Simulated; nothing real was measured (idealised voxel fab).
process module | voxel transistor to metal
Section cut is 205 nm wide and gridded with 5 nm square cells.
Cross-sections here: square-cell grids, written as top-down lists of bands, a band being one or more rows of cells. Top, bottom (nm), then materials left to right with widths (nm); lone material tagged "everywhere" fills the whole band edge to edge; "empty" = empty space. Beneath 0, the wafer as received is one material, and that level is where height counting begins. The lowest band goes on downward without a bottom; it is written like "top 0, no bottom". Quick explanation for "30 to 40": the width changes in equal steps down the rows of cells, from the first number in the band's top row to the second number in its bottom row. "nothing got changed", as given for a step, is the statement that not any cell of the cross-section underwent a change during that step. Reported under the label "Encapsulated voids" are the empty spaces having no open way to the top and comprising 8 cells or more; the notation for each is width x height at distance, in which the distance is measured from the left edge and all three values are in nm. Anything after a step's settings on that line? It's the simulator's own note about the step. The optional step-line setting "overlay nm" applies to steps with a mask and quantifies how far to the right of its planned location the mask lay, a negative value indicating leftward placement.

THE FOLLOWING LIST GIVES THE PLANNED PROCESS STEPS
- 1: RECEIVE with material Si
- 2: CONFORMAL_DEP with material SiO2, thk nm 5
- 3: CONFORMAL_DEP with material SiN, thk nm 15
- 4: PATTERN with tone cover, mask id ACTIVE, material resist, width nm 115, thk nm 15, overlay nm 0
- 5: DIRECTIONAL_ETCH with etch materials SiN, depth nm 15
- 6: DIRECTIONAL_ETCH with etch materials SiO2, depth nm 5
- 7: DIRECTIONAL_ETCH with etch materials Si, depth nm 35
- 8: STRIP with etch materials resist
- 9: OXIDIZE with depth nm 5
- 10: FILL_DEP with material SiO2, thk nm 5
- 11: CMP with height nm 20
- 12: SELECTIVE_ETCH with etch materials SiO2, depth nm 10
- 13: STRIP with etch materials SiN
- 14: SELECTIVE_ETCH with etch materials SiO2, depth nm 5
- 15: OXIDIZE with depth nm 5
- 16: DIRECTIONAL_DEP with material polySi, thk nm 20
- 17: DIRECTIONAL_DEP with material SiCN, thk nm 15
- 18: PATTERN with tone cover, mask id GATE, material resist, width nm 35, thk nm 15, overlay nm 0
- 19: DIRECTIONAL_ETCH with etch materials SiCN, depth nm 25
- 20: DIRECTIONAL_ETCH with etch materials polySi, depth nm 30
- 21: STRIP with etch materials resist
- 22: CONFORMAL_DEP with material SiN, thk nm 5
- 23: DIRECTIONAL_ETCH with etch materials SiN, depth nm 5
- 24: DIRECTIONAL_ETCH with etch materials SiO2, depth nm 5
- 25: DIRECTIONAL_ETCH with etch materials Si, depth nm 5
- 26: EPI with material nSi, thk nm 10
- 27: FILL_DEP with material SiO2, thk nm 10
- 28: CMP with height nm 20
- 29: STRIP with etch materials polySi
- 30: SELECTIVE_ETCH with etch materials SiO2, depth nm 5
- 31: CONFORMAL_DEP with material HfO2, thk nm 5
- 32: CONFORMAL_DEP with material TiN, thk nm 5
- 33: FILL_DEP with material W, thk nm 5
- 34: CMP with height nm 15
- 35: DIRECTIONAL_DEP with material SiO2, thk nm 10
- 36: MASKED_ETCH with tone open, mask id CONTACT, width nm 20, pitch nm 85, etch materials SiO2, depth nm 25, overlay nm 0
- 37: CONFORMAL_DEP with material TiN, thk nm 5
- 38: FILL_DEP with material Ru, thk nm 5
- 39: CMP with height nm 25
- 40: CONFORMAL_DEP with material SiCN, thk nm 5
- 41: DIRECTIONAL_DEP with material lowk, thk nm 25
- 42: MASKED_ETCH with tone open, mask id METAL_1, width nm 20, pitch nm 85, etch materials lowk, depth nm 25, overlay nm 0
- 43: MASKED_ETCH with tone open, mask id METAL_1, width nm 20, pitch nm 85, etch materials SiCN, depth nm 5, overlay nm 0
- 44: CONFORMAL_DEP with material TiN, thk nm 5
- 45: FILL_DEP with material Cu, thk nm 5
- 46: CMP with height nm 55
- 47: CONFORMAL_DEP with material SiCN, thk nm 5
- 48: DIRECTIONAL_DEP with material lowk, thk nm 30
- 49: DIRECTIONAL_DEP with material aC, thk nm 10
- 50: PATTERN with tone open, mask id METAL_2_HOLES, material resist, width nm 15, pitch nm 85, thk nm 25, overlay nm 0
- 51: DIRECTIONAL_ETCH with etch materials aC, depth nm 10
- 52: STRIP with etch materials resist
- 53: DIRECTIONAL_ETCH with etch materials lowk, depth nm 30
- 54: STRIP with etch materials aC
- 55: DIRECTIONAL_DEP with material aC, thk nm 10
- 56: PATTERN with tone open, mask id METAL_2, material resist, width nm 20, pitch nm 85, thk nm 25, overlay nm 0
- 57: DIRECTIONAL_ETCH with etch materials aC, depth nm 10
- 58: STRIP with etch materials resist
- 59: DIRECTIONAL_ETCH with etch materials lowk, depth nm 15
- 60: DIRECTIONAL_ETCH with etch materials SiCN, depth nm 5
- 61: STRIP with etch materials aC
- 62: CONFORMAL_DEP with material TiN, thk nm 5
- 63: FILL_DEP with material Cu, thk nm 5
- 64: CMP with height nm 90
- 65: CONFORMAL_DEP with material SiN, thk nm 5

CROSS-SECTION OF THE INCOMING WAFER, STATE AFTER STEP 1
- top 0, no bottom | Si everywhere
- Encapsulated voids: none

THE FOLLOWING CROSS-SECTION DEPICTS THE WAFER UPON CONCLUSION OF THE MODULE. PROCESSING COMMENCED FROM THE STARTING CONDITION ILLUSTRATED ABOVE AND ADHERED TO THE PLAN ILLUSTRATED ABOVE, SAVE FOR ONE MISTAKE IN EXECUTION
- top 95, bottom 90 | SiN everywhere
- top 90, bottom 80 | lowk 50; TiN 5; Cu 10; TiN 5; lowk 65; TiN 5; Cu 10; TiN 5; lowk 50
- top 80, bottom 75 | lowk 50; TiN 5; Cu 5; TiN 10; lowk 65; TiN 5; Cu 5; TiN 10; lowk 50
- top 75, bottom 60 | lowk 50; TiN 5; Cu 5; TiN 5; lowk 70; TiN 5; Cu 5; TiN 5; lowk 55
- top 60, bottom 55 | SiCN 50; TiN 15; SiCN 70; TiN 15; SiCN 55
- top 55, bottom 30 | lowk 50; TiN 5; Cu 10; TiN 5; lowk 65; TiN 5; Cu 10; TiN 5; lowk 50
- top 30, bottom 25 | SiCN 50; TiN 20; SiCN 65; TiN 20; SiCN 50
- top 25, bottom 15 | SiO2 50; TiN 5; Ru 10; TiN 5; SiO2 65; TiN 5; Ru 10; TiN 5; SiO2 50
- top 15, bottom 5 | SiO2 50; TiN 5; Ru 10; TiN 5; SiO2 10; SiN 5; HfO2 5; TiN 5; W 15; TiN 5; HfO2 5; SiN 5; SiO2 10; TiN 5; Ru 10; TiN 5; SiO2 50
- top 5, bottom 0 | SiO2 40; SiN 5; SiO2 5; TiN 20; nSi 10; SiN 5; HfO2 5; TiN 25; HfO2 5; SiN 5; nSi 10; TiN 20; SiO2 5; SiN 5; SiO2 40
- top 0, bottom -5 | SiO2 40; SiN 10; nSi 30; HfO2 45; nSi 30; SiN 10; SiO2 40
- top -5, bottom -10 | SiO2 55; nSi 25; Si 45; nSi 25; SiO2 55
- top -10, bottom -40 | SiO2 50; Si 105; SiO2 50
- top -40, no bottom | Si everywhere
- Encapsulated voids: none
Want to know what went wrong? step 2 was dropped from the plan's execution and never run
